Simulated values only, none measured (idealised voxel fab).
process module | voxel tone inversion
cross-section cut | 295 nm wide | cells 5 nm
A cross-section is a grid of square cells, given in bands from the top down. A band is one or more rows of cells.
Each band's line starts with the height of the band's top and of its bottom, in nm. Then come its materials from left to right, each with its width in nm. One material with "throughout" fills the band from edge to edge. "air" is empty space.
Height 0 is the level under which the wafer as received is all one material. The lowest band goes on downwards, as in "0 down".
A width such as "30 to 40" changes by the same amount from each row of cells to the next, from the band's top row to its bottom row.
"no change" after a step means that no cell of the cross-section changed.
closed voids: empty space of 8 cells or more with no open way to the top, each as width x height at its distance from the left edge, in nm
after a step's settings: what the simulator itself notes on the step
overlay nm, on a step with a mask: how far to the right of its planned place the mask lay; to the left if negative
plan
1 op RECEIVE | material Si
2 op CONFORMAL_DEP | material SiN | thk nm 10
3 op DIRECTIONAL_DEP | material polySi | thk nm 15
4 op PATTERN | tone cover | mask id POSTS | material resist | width nm 15 | pitch nm 40 | thk nm 25 | overlay nm -15
5 op DIRECTIONAL_ETCH | etch materials polySi | depth nm 15
6 op STRIP | etch materials resist
7 op FILL_DEP | material lowk | thk nm 5
8 op CMP | height nm 25
9 op STRIP | etch materials polySi
10 op CONFORMAL_DEP | material TiN | thk nm 5
11 op FILL_DEP | material Ru | thk nm 5
12 op CMP | height nm 25
13 op CONFORMAL_DEP | material SiN | thk nm 5
varied across the wafers: overlay nm of step 4. The plan shows the first wafer's value. All wafers start alike
first wafer as received, after step 1
  0 down: Si throughout
  closed voids: none
each wafer at the end: cells of each material gained (+) or lost (-) since it was received, then its closed voids
overlay nm -15 | +4 Ru | +177 SiN | +14 TiN | +159 lowk | closed voids: none
overlay nm -10 | +4 Ru | +177 SiN | +14 TiN | +159 lowk | closed voids: none
overlay nm -5 | +4 Ru | +177 SiN | +14 TiN | +159 lowk | closed voids: none
overlay nm 0 | +4 Ru | +177 SiN | +14 TiN | +159 lowk | closed voids: none
overlay nm 5 | +4 Ru | +177 SiN | +14 TiN | +159 lowk | closed voids: none
overlay nm 10 | +4 Ru | +177 SiN | +14 TiN | +159 lowk | closed voids: none
overlay nm 15 | +4 Ru | +177 SiN | +14 TiN | +159 lowk | closed voids: none
